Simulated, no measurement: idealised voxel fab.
process module | voxel gate over fins
cross-section cut | 215 nm wide | cells 5 nm
A cross-section is a grid of square cells, given in bands from the top down. A band is one or more rows of cells.
Each band's line starts with the height of the band's top and of its bottom, in nm. Then come its materials from left to right, each with its width in nm. One material with "throughout" fills the band from edge to edge. "air" is empty space.
Height 0 is the level under which the wafer as received is all one material. The lowest band goes on downwards, as in "0 down".
A width such as "30 to 40" changes by the same amount from each row of cells to the next, from the band's top row to its bottom row.
"no change" after a step means that no cell of the cross-section changed.
closed voids: empty space of 8 cells or more with no open way to the top, each as width x height at its distance from the left edge, in nm
after a step's settings: what the simulator itself notes on the step
overlay nm, on a step with a mask: how far to the right of its planned place the mask lay; to the left if negative
plan
1 op RECEIVE | material Si
2 op CONFORMAL_DEP | material SiN | thk nm 10
3 op DIRECTIONAL_DEP | material aC | thk nm 10
4 op PATTERN | tone cover | mask id FINS | material resist | width nm 15 | pitch nm 35 | thk nm 30 | overlay nm 0
5 op DIRECTIONAL_ETCH | etch materials aC | depth nm 10
6 op STRIP | etch materials resist
7 op DIRECTIONAL_ETCH | etch materials SiN | depth nm 10
8 op DIRECTIONAL_ETCH | etch materials Si | depth nm 35
9 op STRIP | etch materials aC
10 op FILL_DEP | material SiO2 | thk nm 15
11 op CMP | height nm 10
12 op SELECTIVE_ETCH | etch materials SiO2 | depth nm 20
13 op STRIP | etch materials SiN
14 op CONFORMAL_DEP | material HfO2 | thk nm 5
15 op CONFORMAL_DEP | material TiN | thk nm 5
16 op CONFORMAL_DEP | material TiAl | thk nm 5
17 op CONFORMAL_DEP | material TiN | thk nm 5
18 op FILL_DEP | material W | thk nm 10
19 op CMP | height nm 25
20 op CONFORMAL_DEP | material SiN | thk nm 10
as received, after step 1
  0 down: Si throughout
  closed voids: none
first wafer at the end, as planned
  35 to 25: SiN throughout
  25 to 20: W throughout
  20 to 15: W 60 | TiN 90 | W 65
  15 to 10: W 60 | TiN 5 | TiAl 80 | TiN 5 | W 65
  10 to 5: TiN 65 | TiAl 5 | TiN 70 | TiAl 5 | TiN 70
  5 to 0: TiAl 70 | TiN 5 | HfO2 25 | TiN 10 | HfO2 25 | TiN 5 | TiAl 75
  0 to -5: TiN 75 | HfO2 5 | Si 15 | HfO2 5 | TiN 10 | HfO2 5 | Si 15 | HfO2 5 | TiN 80
  -5 to -10: HfO2 80 | Si 15 | HfO2 20 | Si 15 | HfO2 85
  -10 to -35: SiO2 80 | Si 15 | SiO2 20 | Si 15 | SiO2 85
  -35 down: Si throughout
  closed voids: none
second wafer at the end: like start, like plan, one mistake
  35 to 25: SiN throughout
  25 to 20: W throughout
  20 to 15: W 55 | TiN 90 | W 70
  15 to 10: W 55 | TiN 5 | TiAl 80 | TiN 5 | W 70
  10 to 5: TiN 60 | TiAl 5 | TiN 70 | TiAl 5 | TiN 75
  5 to 0: TiAl 65 | TiN 5 | HfO2 25 | TiN 10 | HfO2 25 | TiN 5 | TiAl 80
  0 to -5: TiN 70 | HfO2 5 | Si 15 | HfO2 5 | TiN 10 | HfO2 5 | Si 15 | HfO2 5 | TiN 85
  -5 to -10: HfO2 75 | Si 15 | HfO2 20 | Si 15 | HfO2 90
  -10 to -35: SiO2 75 | Si 15 | SiO2 20 | Si 15 | SiO2 90
  -35 down: Si throughout
  closed voids: none
what went wrong: step 4 ran as: op PATTERN | tone cover | mask id FINS | material resist | width nm 15 | pitch nm 35 | thk nm 30 | overlay nm -5
at the end the second wafer has, in cells: as many of each material as the first, in other places
